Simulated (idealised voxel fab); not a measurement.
You're looking at the process module voxel air gaps.
Each square cell in cross-section cut measures 5 nm, and the section as a whole is 250 nm wide.
For the purposes of this document, a cross-section shall be understood as a grid of square cells, specified as bands listed in top-to-bottom order, each band consisting of one or more rows of cells.
Band: top and bottom heights (nm) first, top before bottom; then materials from left to right, widths in nm. "full width" marks a sole material filling the band edge to edge. "blank" denotes empty space.
Below 0: as-received wafer, all one material; heights counted from there. Lowest band: no bottom, goes on down, written "0 down".
Read "30..40" as a graded width: first number on top, second number at the bottom, same change between each pair of neighbouring rows.
"nothing altered" means the step left every cell of the cross-section as it was.
"Enclosed internal cavities" lists enclosed empty spaces (at least 8 cells, no open path upward to the top), each as width x height at distance from the left edge, in nm.
Whatever follows a step's settings on its line is a remark the simulator itself makes about that step.
overlay nm: on a step with a mask, how far right of its planned place the mask lay; negative means left.

[Below is the list of planned process steps]
1) RECEIVE,material Si
2) CONFORMAL_DEP,material SiO2,thk nm 15
3) CONFORMAL_DEP,material SiN,thk nm 5
4) DIRECTIONAL_DEP,material SiO2,thk nm 35
5) MASKED_ETCH,tone open,mask id LINES,width nm 25,pitch nm 55,etch materials SiO2,depth nm 35,overlay nm 0
6) CONFORMAL_DEP,material TiN,thk nm 5
7) FILL_DEP,material Cu,thk nm 5
8) CMP,height nm 55
9) EPI,material Ru,thk nm 10
10) SELECTIVE_ETCH,etch materials SiO2,depth nm 45
11) CONFORMAL_DEP,material SiCN,thk nm 5

[The following pertains to the first of two wafers, which was processed as planned]

[Here's what the wafer looked like in cross-section when it arrived - that's after step 1]
  0 down  Si full width
  Enclosed internal cavities: none

[Cross-section of the wafer after step 2]
  15 to 0  SiO2 full width
  Below 0, no change.

[Cross-section of the wafer after step 3]
  20 to 15  SiN full width
  Below 15, no change.

[Cross-section of the wafer after step 4]
  55 to 20  SiO2 full width
  Below 20, no change.

[Cross-section of the wafer after step 5]
  55 to 20  55 SiO2, 25 blank, 30 SiO2, 25 blank, 30 SiO2, 25 blank, 60 SiO2
  Below 20, no change.

[Cross-section of the wafer after step 6]
  60 to 55  60 TiN, 15 blank, 40 TiN, 15 blank, 40 TiN, 15 blank, 65 TiN
  55 to 25  55 SiO2, 5 TiN, 15 blank, 5 TiN, 30 SiO2, 5 TiN, 15 blank, 5 TiN, 30 SiO2, 5 TiN, 15 blank, 5 TiN, 60 SiO2
  25 to 20  55 SiO2, 25 TiN, 30 SiO2, 25 TiN, 30 SiO2, 25 TiN, 60 SiO2
  Below 20, no change.

[Cross-section of the wafer after step 7]
  65 to 60  Cu full width
  60 to 55  60 TiN, 15 Cu, 40 TiN, 15 Cu, 40 TiN, 15 Cu, 65 TiN
  55 to 25  55 SiO2, 5 TiN, 15 Cu, 5 TiN, 30 SiO2, 5 TiN, 15 Cu, 5 TiN, 30 SiO2, 5 TiN, 15 Cu, 5 TiN, 60 SiO2
  Below 25, no change.

[Cross-section of the wafer after step 8]
  55 to 25  55 SiO2, 5 TiN, 15 Cu, 5 TiN, 30 SiO2, 5 TiN, 15 Cu, 5 TiN, 30 SiO2, 5 TiN, 15 Cu, 5 TiN, 60 SiO2
  Below 25, no change.

[Cross-section of the wafer after step 9]
  65 to 55  45 blank, 45 Ru, 10 blank, 45 Ru, 10 blank, 45 Ru, 50 blank
  Below 55, no change.

[Cross-section of the wafer after step 10]
  65 to 55  45 blank, 45 Ru, 10 blank, 45 Ru, 10 blank, 45 Ru, 50 blank
  55 to 25  55 blank, 5 TiN, 15 Cu, 5 TiN, 30 blank, 5 TiN, 15 Cu, 5 TiN, 30 blank, 5 TiN, 15 Cu, 5 TiN, 60 blank
  25 to 20  55 blank, 25 TiN, 30 blank, 25 TiN, 30 blank, 25 TiN, 60 blank
  Below 20, no change.

[Cross-section of the wafer after step 11]
  70 to 65  40 blank, 165 SiCN, 45 blank
  65 to 55  40 blank, 5 SiCN, 45 Ru, 10 SiCN, 45 Ru, 10 SiCN, 45 Ru, 5 SiCN, 45 blank
  55 to 50  40 blank, 15 SiCN, 5 TiN, 15 Cu, 5 TiN, 30 SiCN, 5 TiN, 15 Cu, 5 TiN, 30 SiCN, 5 TiN, 15 Cu, 5 TiN, 15 SiCN, 45 blank
  50 to 25  50 blank, 5 SiCN, 5 TiN, 15 Cu, 5 TiN, 5 SiCN, 20 blank, 5 SiCN, 5 TiN, 15 Cu, 5 TiN, 5 SiCN, 20 blank, 5 SiCN, 5 TiN, 15 Cu, 5 TiN, 5 SiCN, 55 blank
  25 to 20  55 SiCN, 25 TiN, 30 SiCN, 25 TiN, 30 SiCN, 25 TiN, 60 SiCN
  Below 20, no change.
  Enclosed internal cavities: 20 x 25 at 85; 20 x 25 at 140

[Okay, second wafer. Nothing different at the start, nothing different in the plan, just one mistake somewhere in the running. As far as step 10, counting that step, it's the first wafer all over again]

What the second wafer looks like in cross-section when step 11 should have wrapped up: nothing altered
In executing the process, a mistake was made relative to the plan: step 11 of the plan was excluded from execution and never run
Looking at both finished wafers in cells, the second ends up ahead of or behind the first on some materials: SiCN: 128 fewer
The first wafer finishes with 2 closed voids, while the second finishes with 0.
